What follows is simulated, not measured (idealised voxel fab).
Title: Process Module voxel wiring stack
Section cut is 210 nm wide and gridded with 5 nm square cells.
Square cells in a grid make up a cross-section in this document, and the grid is given as bands, listed from the top down, each one or more rows of cells.
The entry gives the band's vertical extent as a top height and a bottom height in nm, then its horizontal make-up as materials from left to right, each with a width in nm. "empty" stands for empty space; a single material marked "everywhere" fills the band edge to edge.
Height is counted from the level 0, under which the received wafer is composed throughout of one material. The lowest of the bands is not closed at the bottom but continues downward, in the notation "z 0 and below".
A width such as "30 to 40" changes by the same amount from each row of cells to the next, from the band's top row to its bottom row.
It should be understood that the words "changes: none", when stated for a given step, signify that the cross-section underwent no change in any of its cells during that step.
Under "Closed internal cavities" you'll find the enclosed gaps, the ones with no way out to the top, that are 8 cells or bigger; each reads width x height at distance, with distance counted from the left edge, everything in nm.
Post-settings text on a step line: simulator's own remark regarding the step.
overlay nm: for a step with a mask, the amount by which the mask lay right of where it was planned; a negative amount means left of it.

The following list gives the planned process steps:
1. RECEIVE (material Si)
2. CONFORMAL_DEP (material SiO2; thk nm 10)
3. CONFORMAL_DEP (material SiCN; thk nm 5)
4. DIRECTIONAL_DEP (material SiO2; thk nm 25)
5. PATTERN (tone open; mask id METAL_1; material resist; width nm 30; pitch nm 60; thk nm 20; overlay nm 0)
6. DIRECTIONAL_ETCH (etch materials SiO2; depth nm 25)
7. DIRECTIONAL_ETCH (etch materials SiCN; depth nm 5)
8. STRIP (etch materials resist)
9. CONFORMAL_DEP (material TiN; thk nm 5)
10. FILL_DEP (material Cu; thk nm 5)
11. CMP (height nm 40)
12. CONFORMAL_DEP (material SiCN; thk nm 5)
13. DIRECTIONAL_DEP (material lowk; thk nm 25)
14. PATTERN (tone open; mask id METAL_2_HOLES; material resist; width nm 15; pitch nm 60; thk nm 20; overlay nm 0)
15. DIRECTIONAL_ETCH (etch materials lowk; depth nm 25)
16. STRIP (etch materials resist)
17. PATTERN (tone open; mask id METAL_2; material resist; width nm 30; pitch nm 60; thk nm 20; overlay nm 0)
18. DIRECTIONAL_ETCH (etch materials lowk; depth nm 15)
19. DIRECTIONAL_ETCH (etch materials SiCN; depth nm 5)
20. STRIP (etch materials resist)
21. CONFORMAL_DEP (material TiN; thk nm 5)
22. FILL_DEP (material Ru; thk nm 10)
23. CMP (height nm 70)
24. CONFORMAL_DEP (material SiCN; thk nm 5)
25. DIRECTIONAL_DEP (material SiO2; thk nm 15)
26. PATTERN (tone open; mask id PLUG_2; material resist; width nm 15; thk nm 15; overlay nm 0)
27. DIRECTIONAL_ETCH (etch materials SiO2; depth nm 15)
28. DIRECTIONAL_ETCH (etch materials SiCN; depth nm 5)
29. STRIP (etch materials resist)
30. EPI (material Ru; thk nm 10)
31. EPI (material Ru; thk nm 10)
32. DIRECTIONAL_DEP (material TiN; thk nm 5)
33. DIRECTIONAL_DEP (material Ru; thk nm 20)
34. PATTERN (tone cover; mask id METAL_3; material resist; width nm 30; pitch nm 60; thk nm 20; overlay nm 0)
35. DIRECTIONAL_ETCH (etch materials Ru; depth nm 20)
36. DIRECTIONAL_ETCH (etch materials TiN; depth nm 5)
37. STRIP (etch materials resist)
38. CONFORMAL_DEP (material SiCN; thk nm 5)
39. FILL_DEP (material SiO2; thk nm 10)
40. CMP (height nm 115)
41. CONFORMAL_DEP (material SiCN; thk nm 5)
42. DIRECTIONAL_DEP (material SiO2; thk nm 30)
43. PATTERN (tone open; mask id METAL_4_HOLES; material resist; width nm 15; pitch nm 60; thk nm 15; overlay nm 0)
44. DIRECTIONAL_ETCH (etch materials SiO2; depth nm 30)
45. STRIP (etch materials resist)
46. MASKED_ETCH (tone open; mask id METAL_4; width nm 30; pitch nm 60; etch materials SiO2; depth nm 15; overlay nm 0)
47. MASKED_ETCH (tone open; mask id METAL_4; width nm 30; pitch nm 60; etch materials SiCN; depth nm 5; overlay nm 0)
48. CONFORMAL_DEP (material TiN; thk nm 5)
49. FILL_DEP (material Cu; thk nm 10)
50. CMP (height nm 150)
51. CONFORMAL_DEP (material SiCN; thk nm 5)

Wafer, first of two, run as planned:

Cross-section of the incoming wafer, state after step 1:
- z 0 and below: Si everywhere
- Closed internal cavities: none

The wafer, seen in cross-section, after step 2:
- z 10 to 0: SiO2 everywhere
- No changes below 0.

The wafer, seen in cross-section, after step 3:
- z 15 to 10: SiCN everywhere
- No changes below 10.

The wafer, seen in cross-section, after step 4:
- z 40 to 15: SiO2 everywhere
- No changes below 15.

The wafer, seen in cross-section, after step 5:
- z 60 to 40: resist 60 nm | empty 30 nm | resist 30 nm | empty 30 nm | resist 60 nm
- No changes below 40.

The wafer, seen in cross-section, after step 6:
- z 60 to 40: resist 60 nm | empty 30 nm | resist 30 nm | empty 30 nm | resist 60 nm
- z 40 to 15: SiO2 60 nm | empty 30 nm | SiO2 30 nm | empty 30 nm | SiO2 60 nm
- No changes below 15.

The wafer, seen in cross-section, after step 7:
- z 60 to 40: resist 60 nm | empty 30 nm | resist 30 nm | empty 30 nm | resist 60 nm
- z 40 to 15: SiO2 60 nm | empty 30 nm | SiO2 30 nm | empty 30 nm | SiO2 60 nm
- z 15 to 10: SiCN 60 nm | empty 30 nm | SiCN 30 nm | empty 30 nm | SiCN 60 nm
- No changes below 10.

The wafer, seen in cross-section, after step 8:
- z 40 to 15: SiO2 60 nm | empty 30 nm | SiO2 30 nm | empty 30 nm | SiO2 60 nm
- No changes below 15.

The wafer, seen in cross-section, after step 9:
- z 45 to 40: TiN 65 nm | empty 20 nm | TiN 40 nm | empty 20 nm | TiN 65 nm
- z 40 to 15: SiO2 60 nm | TiN 5 nm | empty 20 nm | TiN 5 nm | SiO2 30 nm | TiN 5 nm | empty 20 nm | TiN 5 nm | SiO2 60 nm
- z 15 to 10: SiCN 60 nm | TiN 30 nm | SiCN 30 nm | TiN 30 nm | SiCN 60 nm
- No changes below 10.

The wafer, seen in cross-section, after step 10:
- z 50 to 45: Cu everywhere
- z 45 to 40: TiN 65 nm | Cu 20 nm | TiN 40 nm | Cu 20 nm | TiN 65 nm
- z 40 to 15: SiO2 60 nm | TiN 5 nm | Cu 20 nm | TiN 5 nm | SiO2 30 nm | TiN 5 nm | Cu 20 nm | TiN 5 nm | SiO2 60 nm
- No changes below 15.

The wafer, seen in cross-section, after step 11:
- z 40 to 15: SiO2 60 nm | TiN 5 nm | Cu 20 nm | TiN 5 nm | SiO2 30 nm | TiN 5 nm | Cu 20 nm | TiN 5 nm | SiO2 60 nm
- No changes below 15.

The wafer, seen in cross-section, after step 12:
- z 45 to 40: SiCN everywhere
- No changes below 40.

The wafer, seen in cross-section, after step 13:
- z 70 to 45: lowk everywhere
- No changes below 45.

The wafer, seen in cross-section, after step 14:
- z 90 to 70: resist 60 nm | empty 15 nm | resist 45 nm | empty 15 nm | resist 75 nm
- No changes below 70.

The wafer, seen in cross-section, after step 15:
- z 90 to 70: resist 60 nm | empty 15 nm | resist 45 nm | empty 15 nm | resist 75 nm
- z 70 to 45: lowk 60 nm | empty 15 nm | lowk 45 nm | empty 15 nm | lowk 75 nm
- No changes below 45.

The wafer, seen in cross-section, after step 16:
- z 70 to 45: lowk 60 nm | empty 15 nm | lowk 45 nm | empty 15 nm | lowk 75 nm
- No changes below 45.

The wafer, seen in cross-section, after step 17:
- z 90 to 70: resist 60 nm | empty 30 nm | resist 30 nm | empty 30 nm | resist 60 nm
- No changes below 70.

The wafer, seen in cross-section, after step 18:
- z 90 to 70: resist 60 nm | empty 30 nm | resist 30 nm | empty 30 nm | resist 60 nm
- z 70 to 55: lowk 60 nm | empty 30 nm | lowk 30 nm | empty 30 nm | lowk 60 nm
- No changes below 55.

The wafer, seen in cross-section, after step 19:
- z 90 to 70: resist 60 nm | empty 30 nm | resist 30 nm | empty 30 nm | resist 60 nm
- z 70 to 55: lowk 60 nm | empty 30 nm | lowk 30 nm | empty 30 nm | lowk 60 nm
- z 55 to 45: lowk 60 nm | empty 15 nm | lowk 45 nm | empty 15 nm | lowk 75 nm
- z 45 to 40: SiCN 60 nm | empty 15 nm | SiCN 45 nm | empty 15 nm | SiCN 75 nm
- No changes below 40.

The wafer, seen in cross-section, after step 20:
- z 70 to 55: lowk 60 nm | empty 30 nm | lowk 30 nm | empty 30 nm | lowk 60 nm
- No changes below 55.

The wafer, seen in cross-section, after step 21:
- z 75 to 70: TiN 65 nm | empty 20 nm | TiN 40 nm | empty 20 nm | TiN 65 nm
- z 70 to 60: lowk 60 nm | TiN 5 nm | empty 20 nm | TiN 5 nm | lowk 30 nm | TiN 5 nm | empty 20 nm | TiN 5 nm | lowk 60 nm
- z 60 to 55: lowk 60 nm | TiN 5 nm | empty 5 nm | TiN 20 nm | lowk 30 nm | TiN 5 nm | empty 5 nm | TiN 20 nm | lowk 60 nm
- z 55 to 45: lowk 60 nm | TiN 5 nm | empty 5 nm | TiN 5 nm | lowk 45 nm | TiN 5 nm | empty 5 nm | TiN 5 nm | lowk 75 nm
- z 45 to 40: SiCN 60 nm | TiN 15 nm | SiCN 45 nm | TiN 15 nm | SiCN 75 nm
- No changes below 40.

The wafer, seen in cross-section, after step 22:
- z 85 to 75: Ru everywhere
- z 75 to 70: TiN 65 nm | Ru 20 nm | TiN 40 nm | Ru 20 nm | TiN 65 nm
- z 70 to 60: lowk 60 nm | TiN 5 nm | Ru 20 nm | TiN 5 nm | lowk 30 nm | TiN 5 nm | Ru 20 nm | TiN 5 nm | lowk 60 nm
- z 60 to 55: lowk 60 nm | TiN 5 nm | Ru 5 nm | TiN 20 nm | lowk 30 nm | TiN 5 nm | Ru 5 nm | TiN 20 nm | lowk 60 nm
- z 55 to 45: lowk 60 nm | TiN 5 nm | Ru 5 nm | TiN 5 nm | lowk 45 nm | TiN 5 nm | Ru 5 nm | TiN 5 nm | lowk 75 nm
- No changes below 45.

The wafer, seen in cross-section, after step 23:
- z 70 to 60: lowk 60 nm | TiN 5 nm | Ru 20 nm | TiN 5 nm | lowk 30 nm | TiN 5 nm | Ru 20 nm | TiN 5 nm | lowk 60 nm
- No changes below 60.

The wafer, seen in cross-section, after step 24:
- z 75 to 70: SiCN everywhere
- No changes below 70.

The wafer, seen in cross-section, after step 25:
- z 90 to 75: SiO2 everywhere
- No changes below 75.

The wafer, seen in cross-section, after step 26:
- z 105 to 90: resist 60 nm | empty 15 nm | resist 135 nm
- No changes below 90.

The wafer, seen in cross-section, after step 27:
- z 105 to 90: resist 60 nm | empty 15 nm | resist 135 nm
- z 90 to 75: SiO2 60 nm | empty 15 nm | SiO2 135 nm
- No changes below 75.

The wafer, seen in cross-section, after step 28:
- z 105 to 90: resist 60 nm | empty 15 nm | resist 135 nm
- z 90 to 75: SiO2 60 nm | empty 15 nm | SiO2 135 nm
- z 75 to 70: SiCN 60 nm | empty 15 nm | SiCN 135 nm
- No changes below 70.

The wafer, seen in cross-section, after step 29:
- z 90 to 75: SiO2 60 nm | empty 15 nm | SiO2 135 nm
- No changes below 75.

The wafer, seen in cross-section, after step 30:
- z 90 to 80: SiO2 60 nm | empty 15 nm | SiO2 135 nm
- z 80 to 75: SiO2 60 nm | Ru 15 nm | SiO2 135 nm
- z 75 to 70: SiCN 60 nm | Ru 15 nm | SiCN 135 nm
- No changes below 70.

The wafer, seen in cross-section, after step 31:
- z 90 to 75: SiO2 60 nm | Ru 15 nm | SiO2 135 nm
- No changes below 75.

The wafer, seen in cross-section, after step 32:
- z 95 to 90: TiN everywhere
- No changes below 90.

The wafer, seen in cross-section, after step 33:
- z 115 to 95: Ru everywhere
- No changes below 95.

The wafer, seen in cross-section, after step 34:
- z 135 to 115: empty 60 nm | resist 30 nm | empty 30 nm | resist 30 nm | empty 60 nm
- No changes below 115.

The wafer, seen in cross-section, after step 35:
- z 135 to 115: empty 60 nm | resist 30 nm | empty 30 nm | resist 30 nm | empty 60 nm
- z 115 to 95: empty 60 nm | Ru 30 nm | empty 30 nm | Ru 30 nm | empty 60 nm
- No changes below 95.

The wafer, seen in cross-section, after step 36:
- z 135 to 115: empty 60 nm | resist 30 nm | empty 30 nm | resist 30 nm | empty 60 nm
- z 115 to 95: empty 60 nm | Ru 30 nm | empty 30 nm | Ru 30 nm | empty 60 nm
- z 95 to 90: empty 60 nm | TiN 30 nm | empty 30 nm | TiN 30 nm | empty 60 nm
- No changes below 90.

The wafer, seen in cross-section, after step 37:
- z 115 to 95: empty 60 nm | Ru 30 nm | empty 30 nm | Ru 30 nm | empty 60 nm
- No changes below 95.

The wafer, seen in cross-section, after step 38:
- z 120 to 115: empty 55 nm | SiCN 40 nm | empty 20 nm | SiCN 40 nm | empty 55 nm
- z 115 to 95: empty 55 nm | SiCN 5 nm | Ru 30 nm | SiCN 5 nm | empty 20 nm | SiCN 5 nm | Ru 30 nm | SiCN 5 nm | empty 55 nm
- z 95 to 90: SiCN 60 nm | TiN 30 nm | SiCN 30 nm | TiN 30 nm | SiCN 60 nm
- No changes below 90.

The wafer, seen in cross-section, after step 39:
- z 130 to 120: SiO2 everywhere
- z 120 to 115: SiO2 55 nm | SiCN 40 nm | SiO2 20 nm | SiCN 40 nm | SiO2 55 nm
- z 115 to 95: SiO2 55 nm | SiCN 5 nm | Ru 30 nm | SiCN 5 nm | SiO2 20 nm | SiCN 5 nm | Ru 30 nm | SiCN 5 nm | SiO2 55 nm
- No changes below 95.

The wafer, seen in cross-section, after step 40:
- z 115 to 95: SiO2 55 nm | SiCN 5 nm | Ru 30 nm | SiCN 5 nm | SiO2 20 nm | SiCN 5 nm | Ru 30 nm | SiCN 5 nm | SiO2 55 nm
- No changes below 95.

The wafer, seen in cross-section, after step 41:
- z 120 to 115: SiCN everywhere
- No changes below 115.

The wafer, seen in cross-section, after step 42:
- z 150 to 120: SiO2 everywhere
- No changes below 120.

The wafer, seen in cross-section, after step 43:
- z 165 to 150: resist 60 nm | empty 15 nm | resist 45 nm | empty 15 nm | resist 75 nm
- No changes below 150.

The wafer, seen in cross-section, after step 44:
- z 165 to 150: resist 60 nm | empty 15 nm | resist 45 nm | empty 15 nm | resist 75 nm
- z 150 to 120: SiO2 60 nm | empty 15 nm | SiO2 45 nm | empty 15 nm | SiO2 75 nm
- No changes below 120.

The wafer, seen in cross-section, after step 45:
- z 150 to 120: SiO2 60 nm | empty 15 nm | SiO2 45 nm | empty 15 nm | SiO2 75 nm
- No changes below 120.

The wafer, seen in cross-section, after step 46:
- z 150 to 135: SiO2 60 nm | empty 30 nm | SiO2 30 nm | empty 30 nm | SiO2 60 nm
- No changes below 135.

The wafer, seen in cross-section, after step 47:
- z 150 to 135: SiO2 60 nm | empty 30 nm | SiO2 30 nm | empty 30 nm | SiO2 60 nm
- z 135 to 120: SiO2 60 nm | empty 15 nm | SiO2 45 nm | empty 15 nm | SiO2 75 nm
- z 120 to 115: SiCN 60 nm | empty 15 nm | SiCN 45 nm | empty 15 nm | SiCN 75 nm
- No changes below 115.

The wafer, seen in cross-section, after step 48:
- z 155 to 150: TiN 65 nm | empty 20 nm | TiN 40 nm | empty 20 nm | TiN 65 nm
- z 150 to 140: SiO2 60 nm | TiN 5 nm | empty 20 nm | TiN 5 nm | SiO2 30 nm | TiN 5 nm | empty 20 nm | TiN 5 nm | SiO2 60 nm
- z 140 to 135: SiO2 60 nm | TiN 5 nm | empty 5 nm | TiN 20 nm | SiO2 30 nm | TiN 5 nm | empty 5 nm | TiN 20 nm | SiO2 60 nm
- z 135 to 120: SiO2 60 nm | TiN 5 nm | empty 5 nm | TiN 5 nm | SiO2 45 nm | TiN 5 nm | empty 5 nm | TiN 5 nm | SiO2 75 nm
- z 120 to 115: SiCN 60 nm | TiN 15 nm | SiCN 45 nm | TiN 15 nm | SiCN 75 nm
- No changes below 115.

The wafer, seen in cross-section, after step 49:
- z 165 to 155: Cu everywhere
- z 155 to 150: TiN 65 nm | Cu 20 nm | TiN 40 nm | Cu 20 nm | TiN 65 nm
- z 150 to 140: SiO2 60 nm | TiN 5 nm | Cu 20 nm | TiN 5 nm | SiO2 30 nm | TiN 5 nm | Cu 20 nm | TiN 5 nm | SiO2 60 nm
- z 140 to 135: SiO2 60 nm | TiN 5 nm | Cu 5 nm | TiN 20 nm | SiO2 30 nm | TiN 5 nm | Cu 5 nm | TiN 20 nm | SiO2 60 nm
- z 135 to 120: SiO2 60 nm | TiN 5 nm | Cu 5 nm | TiN 5 nm | SiO2 45 nm | TiN 5 nm | Cu 5 nm | TiN 5 nm | SiO2 75 nm
- No changes below 120.

The wafer, seen in cross-section, after step 50:
- z 150 to 140: SiO2 60 nm | TiN 5 nm | Cu 20 nm | TiN 5 nm | SiO2 30 nm | TiN 5 nm | Cu 20 nm | TiN 5 nm | SiO2 60 nm
- No changes below 140.

The wafer, seen in cross-section, after step 51:
- z 155 to 150: SiCN everywhere
- No changes below 150.

The remaining wafer, second of the two, started like the first and was run to the same plan, except that one mistake was made along the way; the two coincide through step 2, inclusive:

Second wafer at the planned finish of step 3, seen in cross-section:
- z 35 to 0: SiO2 everywhere
- No changes below 0.

Second wafer at the planned finish of step 4, seen in cross-section:
- z 40 to 35: SiCN everywhere
- No changes below 35.

Second wafer at the planned finish of step 5, seen in cross-section:
- z 60 to 40: resist 60 nm | empty 30 nm | resist 30 nm | empty 30 nm | resist 60 nm
- No changes below 40.

Second wafer at the planned finish of step 6, seen in cross-section: changes: none

Second wafer at the planned finish of step 7, seen in cross-section:
- z 60 to 40: resist 60 nm | empty 30 nm | resist 30 nm | empty 30 nm | resist 60 nm
- z 40 to 35: SiCN 60 nm | empty 30 nm | SiCN 30 nm | empty 30 nm | SiCN 60 nm
- No changes below 35.

Second wafer at the planned finish of step 8, seen in cross-section:
- z 40 to 35: SiCN 60 nm | empty 30 nm | SiCN 30 nm | empty 30 nm | SiCN 60 nm
- No changes below 35.

Second wafer at the planned finish of step 9, seen in cross-section:
- z 45 to 40: TiN 65 nm | empty 20 nm | TiN 40 nm | empty 20 nm | TiN 65 nm
- z 40 to 35: SiCN 60 nm | TiN 30 nm | SiCN 30 nm | TiN 30 nm | SiCN 60 nm
- No changes below 35.

Second wafer at the planned finish of step 10, seen in cross-section:
- z 50 to 45: Cu everywhere
- z 45 to 40: TiN 65 nm | Cu 20 nm | TiN 40 nm | Cu 20 nm | TiN 65 nm
- No changes below 40.

Second wafer at the planned finish of step 11, seen in cross-section:
- z 40 to 35: SiCN 60 nm | TiN 30 nm | SiCN 30 nm | TiN 30 nm | SiCN 60 nm
- No changes below 35.

Second wafer at the planned finish of step 12, seen in cross-section:
- z 45 to 40: SiCN everywhere
- No changes below 40.

Second wafer at the planned finish of step 13, seen in cross-section:
- z 70 to 45: lowk everywhere
- No changes below 45.

Second wafer at the planned finish of step 14, seen in cross-section:
- z 90 to 70: resist 60 nm | empty 15 nm | resist 45 nm | empty 15 nm | resist 75 nm
- No changes below 70.

Second wafer at the planned finish of step 15, seen in cross-section:
- z 90 to 70: resist 60 nm | empty 15 nm | resist 45 nm | empty 15 nm | resist 75 nm
- z 70 to 45: lowk 60 nm | empty 15 nm | lowk 45 nm | empty 15 nm | lowk 75 nm
- No changes below 45.

Second wafer at the planned finish of step 16, seen in cross-section:
- z 70 to 45: lowk 60 nm | empty 15 nm | lowk 45 nm | empty 15 nm | lowk 75 nm
- No changes below 45.

Second wafer at the planned finish of step 17, seen in cross-section:
- z 90 to 70: resist 60 nm | empty 30 nm | resist 30 nm | empty 30 nm | resist 60 nm
- No changes below 70.

Second wafer at the planned finish of step 18, seen in cross-section:
- z 90 to 70: resist 60 nm | empty 30 nm | resist 30 nm | empty 30 nm | resist 60 nm
- z 70 to 55: lowk 60 nm | empty 30 nm | lowk 30 nm | empty 30 nm | lowk 60 nm
- No changes below 55.

Second wafer at the planned finish of step 19, seen in cross-section:
- z 90 to 70: resist 60 nm | empty 30 nm | resist 30 nm | empty 30 nm | resist 60 nm
- z 70 to 55: lowk 60 nm | empty 30 nm | lowk 30 nm | empty 30 nm | lowk 60 nm
- z 55 to 45: lowk 60 nm | empty 15 nm | lowk 45 nm | empty 15 nm | lowk 75 nm
- z 45 to 40: SiCN 60 nm | empty 15 nm | SiCN 45 nm | empty 15 nm | SiCN 75 nm
- No changes below 40.

Second wafer at the planned finish of step 20, seen in cross-section:
- z 70 to 55: lowk 60 nm | empty 30 nm | lowk 30 nm | empty 30 nm | lowk 60 nm
- No changes below 55.

Second wafer at the planned finish of step 21, seen in cross-section:
- z 75 to 70: TiN 65 nm | empty 20 nm | TiN 40 nm | empty 20 nm | TiN 65 nm
- z 70 to 60: lowk 60 nm | TiN 5 nm | empty 20 nm | TiN 5 nm | lowk 30 nm | TiN 5 nm | empty 20 nm | TiN 5 nm | lowk 60 nm
- z 60 to 55: lowk 60 nm | TiN 5 nm | empty 5 nm | TiN 20 nm | lowk 30 nm | TiN 5 nm | empty 5 nm | TiN 20 nm | lowk 60 nm
- z 55 to 45: lowk 60 nm | TiN 5 nm | empty 5 nm | TiN 5 nm | lowk 45 nm | TiN 5 nm | empty 5 nm | TiN 5 nm | lowk 75 nm
- z 45 to 35: SiCN 60 nm | TiN 15 to 30 nm | SiCN 45 to 30 nm | TiN 15 to 30 nm | SiCN 75 to 60 nm
- No changes below 35.

Second wafer at the planned finish of step 22, seen in cross-section:
- z 85 to 75: Ru everywhere
- z 75 to 70: TiN 65 nm | Ru 20 nm | TiN 40 nm | Ru 20 nm | TiN 65 nm
- z 70 to 60: lowk 60 nm | TiN 5 nm | Ru 20 nm | TiN 5 nm | lowk 30 nm | TiN 5 nm | Ru 20 nm | TiN 5 nm | lowk 60 nm
- z 60 to 55: lowk 60 nm | TiN 5 nm | Ru 5 nm | TiN 20 nm | lowk 30 nm | TiN 5 nm | Ru 5 nm | TiN 20 nm | lowk 60 nm
- z 55 to 45: lowk 60 nm | TiN 5 nm | Ru 5 nm | TiN 5 nm | lowk 45 nm | TiN 5 nm | Ru 5 nm | TiN 5 nm | lowk 75 nm
- No changes below 45.

Second wafer at the planned finish of step 23, seen in cross-section:
- z 70 to 60: lowk 60 nm | TiN 5 nm | Ru 20 nm | TiN 5 nm | lowk 30 nm | TiN 5 nm | Ru 20 nm | TiN 5 nm | lowk 60 nm
- No changes below 60.

Second wafer at the planned finish of step 24, seen in cross-section:
- z 75 to 70: SiCN everywhere
- No changes below 70.

Second wafer at the planned finish of step 25, seen in cross-section:
- z 90 to 75: SiO2 everywhere
- No changes below 75.

Second wafer at the planned finish of step 26, seen in cross-section:
- z 105 to 90: resist 60 nm | empty 15 nm | resist 135 nm
- No changes below 90.

Second wafer at the planned finish of step 27, seen in cross-section:
- z 105 to 90: resist 60 nm | empty 15 nm | resist 135 nm
- z 90 to 75: SiO2 60 nm | empty 15 nm | SiO2 135 nm
- No changes below 75.

Second wafer at the planned finish of step 28, seen in cross-section:
- z 105 to 90: resist 60 nm | empty 15 nm | resist 135 nm
- z 90 to 75: SiO2 60 nm | empty 15 nm | SiO2 135 nm
- z 75 to 70: SiCN 60 nm | empty 15 nm | SiCN 135 nm
- No changes below 70.

Second wafer at the planned finish of step 29, seen in cross-section:
- z 90 to 75: SiO2 60 nm | empty 15 nm | SiO2 135 nm
- No changes below 75.

Second wafer at the planned finish of step 30, seen in cross-section:
- z 90 to 80: SiO2 60 nm | empty 15 nm | SiO2 135 nm
- z 80 to 75: SiO2 60 nm | Ru 15 nm | SiO2 135 nm
- z 75 to 70: SiCN 60 nm | Ru 15 nm | SiCN 135 nm
- No changes below 70.

Second wafer at the planned finish of step 31, seen in cross-section:
- z 90 to 75: SiO2 60 nm | Ru 15 nm | SiO2 135 nm
- No changes below 75.

Second wafer at the planned finish of step 32, seen in cross-section:
- z 95 to 90: TiN everywhere
- No changes below 90.

Second wafer at the planned finish of step 33, seen in cross-section:
- z 115 to 95: Ru everywhere
- No changes below 95.

Second wafer at the planned finish of step 34, seen in cross-section:
- z 135 to 115: empty 60 nm | resist 30 nm | empty 30 nm | resist 30 nm | empty 60 nm
- No changes below 115.

Second wafer at the planned finish of step 35, seen in cross-section:
- z 135 to 115: empty 60 nm | resist 30 nm | empty 30 nm | resist 30 nm | empty 60 nm
- z 115 to 95: empty 60 nm | Ru 30 nm | empty 30 nm | Ru 30 nm | empty 60 nm
- No changes below 95.

Second wafer at the planned finish of step 36, seen in cross-section:
- z 135 to 115: empty 60 nm | resist 30 nm | empty 30 nm | resist 30 nm | empty 60 nm
- z 115 to 95: empty 60 nm | Ru 30 nm | empty 30 nm | Ru 30 nm | empty 60 nm
- z 95 to 90: empty 60 nm | TiN 30 nm | empty 30 nm | TiN 30 nm | empty 60 nm
- No changes below 90.

Second wafer at the planned finish of step 37, seen in cross-section:
- z 115 to 95: empty 60 nm | Ru 30 nm | empty 30 nm | Ru 30 nm | empty 60 nm
- No changes below 95.

Second wafer at the planned finish of step 38, seen in cross-section:
- z 120 to 115: empty 55 nm | SiCN 40 nm | empty 20 nm | SiCN 40 nm | empty 55 nm
- z 115 to 95: empty 55 nm | SiCN 5 nm | Ru 30 nm | SiCN 5 nm | empty 20 nm | SiCN 5 nm | Ru 30 nm | SiCN 5 nm | empty 55 nm
- z 95 to 90: SiCN 60 nm | TiN 30 nm | SiCN 30 nm | TiN 30 nm | SiCN 60 nm
- No changes below 90.

Second wafer at the planned finish of step 39, seen in cross-section:
- z 130 to 120: SiO2 everywhere
- z 120 to 115: SiO2 55 nm | SiCN 40 nm | SiO2 20 nm | SiCN 40 nm | SiO2 55 nm
- z 115 to 95: SiO2 55 nm | SiCN 5 nm | Ru 30 nm | SiCN 5 nm | SiO2 20 nm | SiCN 5 nm | Ru 30 nm | SiCN 5 nm | SiO2 55 nm
- No changes below 95.

Second wafer at the planned finish of step 40, seen in cross-section:
- z 115 to 95: SiO2 55 nm | SiCN 5 nm | Ru 30 nm | SiCN 5 nm | SiO2 20 nm | SiCN 5 nm | Ru 30 nm | SiCN 5 nm | SiO2 55 nm
- No changes below 95.

Second wafer at the planned finish of step 41, seen in cross-section:
- z 120 to 115: SiCN everywhere
- No changes below 115.

Second wafer at the planned finish of step 42, seen in cross-section:
- z 150 to 120: SiO2 everywhere
- No changes below 120.

Second wafer at the planned finish of step 43, seen in cross-section:
- z 165 to 150: resist 60 nm | empty 15 nm | resist 45 nm | empty 15 nm | resist 75 nm
- No changes below 150.

Second wafer at the planned finish of step 44, seen in cross-section:
- z 165 to 150: resist 60 nm | empty 15 nm | resist 45 nm | empty 15 nm | resist 75 nm
- z 150 to 120: SiO2 60 nm | empty 15 nm | SiO2 45 nm | empty 15 nm | SiO2 75 nm
- No changes below 120.

Second wafer at the planned finish of step 45, seen in cross-section:
- z 150 to 120: SiO2 60 nm | empty 15 nm | SiO2 45 nm | empty 15 nm | SiO2 75 nm
- No changes below 120.

Second wafer at the planned finish of step 46, seen in cross-section:
- z 150 to 135: SiO2 60 nm | empty 30 nm | SiO2 30 nm | empty 30 nm | SiO2 60 nm
- No changes below 135.

Second wafer at the planned finish of step 47, seen in cross-section:
- z 150 to 135: SiO2 60 nm | empty 30 nm | SiO2 30 nm | empty 30 nm | SiO2 60 nm
- z 135 to 120: SiO2 60 nm | empty 15 nm | SiO2 45 nm | empty 15 nm | SiO2 75 nm
- z 120 to 115: SiCN 60 nm | empty 15 nm | SiCN 45 nm | empty 15 nm | SiCN 75 nm
- No changes below 115.

Second wafer at the planned finish of step 48, seen in cross-section:
- z 155 to 150: TiN 65 nm | empty 20 nm | TiN 40 nm | empty 20 nm | TiN 65 nm
- z 150 to 140: SiO2 60 nm | TiN 5 nm | empty 20 nm | TiN 5 nm | SiO2 30 nm | TiN 5 nm | empty 20 nm | TiN 5 nm | SiO2 60 nm
- z 140 to 135: SiO2 60 nm | TiN 5 nm | empty 5 nm | TiN 20 nm | SiO2 30 nm | TiN 5 nm | empty 5 nm | TiN 20 nm | SiO2 60 nm
- z 135 to 120: SiO2 60 nm | TiN 5 nm | empty 5 nm | TiN 5 nm | SiO2 45 nm | TiN 5 nm | empty 5 nm | TiN 5 nm | SiO2 75 nm
- z 120 to 115: SiCN 60 nm | TiN 15 nm | SiCN 45 nm | TiN 15 nm | SiCN 75 nm
- No changes below 115.

Second wafer at the planned finish of step 49, seen in cross-section:
- z 165 to 155: Cu everywhere
- z 155 to 150: TiN 65 nm | Cu 20 nm | TiN 40 nm | Cu 20 nm | TiN 65 nm
- z 150 to 140: SiO2 60 nm | TiN 5 nm | Cu 20 nm | TiN 5 nm | SiO2 30 nm | TiN 5 nm | Cu 20 nm | TiN 5 nm | SiO2 60 nm
- z 140 to 135: SiO2 60 nm | TiN 5 nm | Cu 5 nm | TiN 20 nm | SiO2 30 nm | TiN 5 nm | Cu 5 nm | TiN 20 nm | SiO2 60 nm
- z 135 to 120: SiO2 60 nm | TiN 5 nm | Cu 5 nm | TiN 5 nm | SiO2 45 nm | TiN 5 nm | Cu 5 nm | TiN 5 nm | SiO2 75 nm
- No changes below 120.

Second wafer at the planned finish of step 50, seen in cross-section:
- z 150 to 140: SiO2 60 nm | TiN 5 nm | Cu 20 nm | TiN 5 nm | SiO2 30 nm | TiN 5 nm | Cu 20 nm | TiN 5 nm | SiO2 60 nm
- No changes below 140.

Second wafer at the planned finish of step 51, seen in cross-section:
- z 155 to 150: SiCN everywhere
- No changes below 150.
Deviation from plan: steps 3 and 4 run out of order (swapped)
At the finish, the second wafer shows more or fewer cells for some materials than the first does: 40 fewer of Cu; 60 more of SiO2; 20 fewer of TiN
